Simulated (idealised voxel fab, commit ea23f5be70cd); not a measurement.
This section sets out a process module, namely voxel self aligned contacts.
Displayed cross-section: cut, width of 290 nm, square cells sized 5 nm.
Cross-sections here: square-cell grids, written as top-down lists of bands, a band being one or more rows of cells.
What a band's entry tells you: where the top is and where the bottom is, as heights in nm, and after that what lies inside, material by material from left to right, each with its width in nm. Empty space is written as the word "blank", and a single material marked with the word "all across" occupies the band from edge to edge.
Heights from 0 (as-received wafer is one material below). Bottom band endless downward, as "z 0 and below".
It should be noted that a width expressed as "30->40" varies in equal increments from row to row of cells within the band, taking the value of the first number at the top row and that of the second number at the bottom row.
"identical to before" -> step changed no cross-section cell.
Closed-off voids of 8+ cells (no open route to the top) go in "Unvented voids", written width x height at distance from the left edge, in nm.
Text after the settings on a step's line: the simulator's own remark on that step.
The "overlay nm" setting may appear on a step's line; for a step that uses a mask, it gives how far to the right of its planned position the mask lay, and a negative value indicates the left.
**The planned process steps are enumerated hereunder**
step 1: RECEIVE: material Si
step 2: CONFORMAL_DEP: material SiO2, thk nm 5
step 3: DIRECTIONAL_DEP: material polySi, thk nm 30
step 4: DIRECTIONAL_DEP: material SiN, thk nm 20
step 5: MASKED_ETCH: tone cover, mask id GATE, width nm 25, pitch nm 60, etch materials SiN, depth nm 20, overlay nm 0
step 6: MASKED_ETCH: tone cover, mask id GATE, width nm 25, pitch nm 60, etch materials polySi, depth nm 30, overlay nm 0
step 7: CONFORMAL_DEP: material SiN, thk nm 10
step 8: DIRECTIONAL_ETCH: etch materials SiN, depth nm 10
step 9: FILL_DEP: material SiO2, thk nm 10
step 10: CMP: height nm 60
step 11: DIRECTIONAL_DEP: material aC, thk nm 15
step 12: PATTERN: tone open, mask id CONTACT, material resist, width nm 45, thk nm 35, overlay nm 0
step 13: DIRECTIONAL_ETCH: etch materials aC, depth nm 15
step 14: STRIP: etch materials resist
step 15: DIRECTIONAL_ETCH: etch materials SiO2, depth nm 60
step 16: STRIP: etch materials aC
step 17: CONFORMAL_DEP: material TiN, thk nm 5
step 18: FILL_DEP: material W, thk nm 5
step 19: CMP: height nm 60
step 20: CONFORMAL_DEP: material SiN, thk nm 5
**Received-state cross-section, reflecting completion of step 1**
> z 0 and below: Si all across
> Unvented voids: none
**Module complete, cross-section. Starting point and plan per above. One mistake made in running the module**
> z 65 to 60: SiN all across
> z 60 to 45: SiO2 90 nm; SiN 45 nm; TiN 5 nm; W 5 nm; TiN 5 nm; SiN 45 nm; SiO2 95 nm
> z 45 to 40: SiO2 90 nm; SiN 45 nm; TiN 15 nm; SiN 45 nm; SiO2 95 nm
> z 40 to 35: SiN all across
> z 35 to 5: polySi all across
> z 5 to 0: SiO2 all across
> z 0 and below: Si all across
> Unvented voids: none
It is concluded that the wafer was processed incorrectly with respect to the plan, in that it should be noted that step 4 was executed with settings other than those planned, the operation and settings actually applied being DIRECTIONAL_DEP: material SiN, thk nm 25
